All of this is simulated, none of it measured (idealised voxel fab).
Process module heading - voxel quadruple lines
Cross-sectional view cut (width: 290 nm; square cell size: 5 nm).
If you're reading a cross-section in this doc, picture square cells in a grid; it comes to you as bands, top ones listed first down to the bottom, and a band can be one or more rows of cells. The entry gives the band's vertical extent as a top height and a bottom height in nm, then its horizontal make-up as materials from left to right, each with a width in nm. "air" stands for empty space; a single material marked "throughout" fills the band edge to edge. Heights are reckoned from 0. Under this level, the received wafer is all of one material. The bottommost band is open-ended downward, for example "0..down". Width: "30 to 40" (first number = top row, second number = bottom row, same change from row to row of cells). Step marked "left unchanged"? Then no cell in the cross-section changed in it. Entry "Voids lacking openings" = empty spaces >= 8 cells with no open way to the top; each as width x height at distance, distance from left edge, all nm. The remark found on a step's line after its settings is issued by the simulator itself and pertains to that step. Among the settings permitted on a step's line is "overlay nm"; applied to a step with a mask, it specifies the extent to which the mask lay to the right of its planned position, whereas a negative figure signifies a position to the left.
## Planned step list for the process
1 RECEIVE, material Si
2 CONFORMAL_DEP, material SiO2, thk nm 10
3 DIRECTIONAL_DEP, material Ru, thk nm 10
4 DIRECTIONAL_DEP, material polySi, thk nm 15
5 DIRECTIONAL_DEP, material aC, thk nm 20
6 PATTERN, tone cover, mask id MANDREL, material resist, width nm 20, thk nm 25, overlay nm 0
7 DIRECTIONAL_ETCH, etch materials aC, depth nm 20
8 STRIP, etch materials resist
9 CONFORMAL_DEP, material SiO2, thk nm 10
10 DIRECTIONAL_ETCH, etch materials SiO2, depth nm 10
11 STRIP, etch materials aC
12 DIRECTIONAL_ETCH, etch materials polySi, depth nm 15
13 STRIP, etch materials SiO2
14 CONFORMAL_DEP, material SiCN, thk nm 5
15 DIRECTIONAL_ETCH, etch materials SiCN, depth nm 5
16 STRIP, etch materials polySi
17 DIRECTIONAL_ETCH, etch materials Ru, depth nm 10
18 STRIP, etch materials SiCN
19 FILL_DEP, material SiO2, thk nm 10
20 CMP, height nm 20
## Here's what the wafer looked like in cross-section when it arrived - that's after step 1
> 0..down: Si throughout
> Voids lacking openings: none
## Result of the module, cross-sectioned: start per above, plan per above, one error in how it was run
> 20..10: SiO2 (130); Ru (5); SiO2 (20); Ru (5); SiO2 (130)
> 10..0: SiO2 throughout
> 0..down: Si throughout
> Voids lacking openings: none
The mistake made against the process plan was this: planned and actual differ for step 6; actual: PATTERN, tone open, mask id MANDREL, material resist, width nm 20, thk nm 25, overlay nm 0
